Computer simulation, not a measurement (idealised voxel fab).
A process module follows: voxel spacer lines.
FYI the section here is cut, 165 nm wide, cells are 5 nm squares.
Just so we're on the same page, the cross-sections are grids of square cells, and they're listed out in bands top to bottom, each band one or more rows deep. Heads up on the band format: heights come first, top then bottom, in nm. After that it's the materials left to right, each with its width in nm. A single material flagged "all across" fills the whole band edge to edge, and "empty" means there's empty space there. Measure heights from 0. That's the level where, below it, the as-received wafer is all one material. The lowest band is bottomless and extends downward; write it as in "z 0 and below". A two-number width, for instance "30..40", indicates that the width is equal to the first number in the top row of the band and to the second number in the bottom row, and that it changes by a constant amount per row of cells. The designation "everything unchanged", where it is given for a processing step, indicates that no cell of the cross-section was altered in the course of that step. So "Enclosed empty spaces" is basically the list of trapped voids: any empty space of 8 cells or more that can't reach the top through an opening. They're written width x height at distance, the distance being from the left edge, and it's all nm. Step line, after settings: the simulator's comment on this step. overlay nm: on a step with a mask, how far right of its planned place the mask lay; negative means left.
Plan
step 1: RECEIVE | material Si
step 2: CONFORMAL_DEP | material Al2O3 | thk nm 5
step 3: DIRECTIONAL_DEP | material polySi | thk nm 20
step 4: DIRECTIONAL_DEP | material aC | thk nm 25
step 5: PATTERN | tone cover | mask id MANDREL | material resist | width nm 20 | pitch nm 70 | thk nm 35 | overlay nm -15
step 6: DIRECTIONAL_ETCH | etch materials aC | depth nm 25
step 7: STRIP | etch materials resist
step 8: CONFORMAL_DEP | material SiO2 | thk nm 15
step 9: DIRECTIONAL_ETCH | etch materials SiO2 | depth nm 15
step 10: STRIP | etch materials aC
step 11: DIRECTIONAL_ETCH | etch materials polySi | depth nm 20
step 12: STRIP | etch materials SiO2
Keep in mind the plan's value for the overlay nm of step 5 comes from the first wafer; the wafers don't share that setting, but they do share the same starting point.
First wafer of several, as received: cross-section after step 1
- z 0 and below | Si all across
- Enclosed empty spaces: none
Module finished, last step 12 done: cross-section of the first of several wafers
- z 25 to 5 | 5 of empty; 15 of polySi; 20 of empty; 15 of polySi; 20 of empty; 15 of polySi; 20 of empty; 15 of polySi; 40 of empty
- z 5 to 0 | Al2O3 all across
- z 0 and below | Si all across
- Enclosed empty spaces: none
Cross-sectional view of the final wafer of several at the module's end
- z 25 to 5 | 35 of empty; 15 of polySi; 20 of empty; 15 of polySi; 20 of empty; 15 of polySi; 20 of empty; 15 of polySi; 10 of empty
- z 5 to 0 | Al2O3 all across
- z 0 and below | Si all across
- Enclosed empty spaces: none
Basically each wafer gets a line in the table, showing it at the end of the module: material by material, the cells it gained (+) or lost (-) since we got it, then its closed voids
overlay nm -15, +33 Al2O3, +48 polySi, Enclosed empty spaces: none
overlay nm -10, +33 Al2O3, +48 polySi, Enclosed empty spaces: none
overlay nm -5, +33 Al2O3, +48 polySi, Enclosed empty spaces: none
overlay nm 0, +33 Al2O3, +48 polySi, Enclosed empty spaces: none
overlay nm 5, +33 Al2O3, +48 polySi, Enclosed empty spaces: none
overlay nm 10, +33 Al2O3, +48 polySi, Enclosed empty spaces: none
overlay nm 15, +33 Al2O3, +48 polySi, Enclosed empty spaces: none
